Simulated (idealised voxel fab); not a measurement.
The following process module bears the name voxel lift off.
Xsec cut, 285 nm wide, square cell size 5 nm.
A cross-section in this document is a grid of square cells, and it is written down as bands, the top band listed before the ones below it; a band is made up of one or more rows of cells. Per band: top height and bottom height in nm, followed by the left-to-right materials and their widths in nm; "full width" marks a single material spanning edge to edge, "blank" marks empty space. Heights from 0 (as-received wafer is one material below). Bottom band endless downward, as "0 and below". Width "30..40": first value at the band's top row of cells, second value at its bottom row, equal change from row to row. "nothing got changed" means the step left every cell of the cross-section as it was. In the "Enclosed voids" entry, you get each enclosed empty space of 8 cells or more, one with no open way to the top, written width x height at distance, distance from the left edge, in nm. On each step's line, the part that comes after the settings is the simulator's own comment on the step. The line of a step may include "overlay nm". On a step with a mask, this value is how far to the right of its planned place the mask lay. A negative value means the mask lay to the left.
Steps planned for the process:
1) RECEIVE: material Si
2) CONFORMAL_DEP: material Al2O3, thk nm 5
3) PATTERN: tone open, mask id LINES, material resist, width nm 15, pitch nm 50, thk nm 20, overlay nm 0
4) DIRECTIONAL_DEP: material Ru, thk nm 10
5) STRIP: etch materials resist
6) CONFORMAL_DEP: material SiN, thk nm 5
Don't read the plan's width nm for step 3 as applying to every wafer: that's the first wafer's value, and the wafers differ in it, though they all start identical.
So this is the first of several wafers, cross-sectioned as it came to us, meaning it's at the end of step 1:
> 0 and below = Si full width
> Enclosed voids: none
Every row in this table is a wafer at the end of the module, and it gives, for each of the materials, the cells that wafer has gained (+) or lost (-) since it was received, then its closed voids:
width nm 15, +57 Al2O3, +24 Ru, +73 SiN, Enclosed voids: none
width nm 20, +57 Al2O3, +32 Ru, +73 SiN, Enclosed voids: none
width nm 25, +57 Al2O3, +40 Ru, +73 SiN, Enclosed voids: none
width nm 30, +57 Al2O3, +48 Ru, +73 SiN, Enclosed voids: none
width nm 35, +57 Al2O3, +56 Ru, +73 SiN, Enclosed voids: none
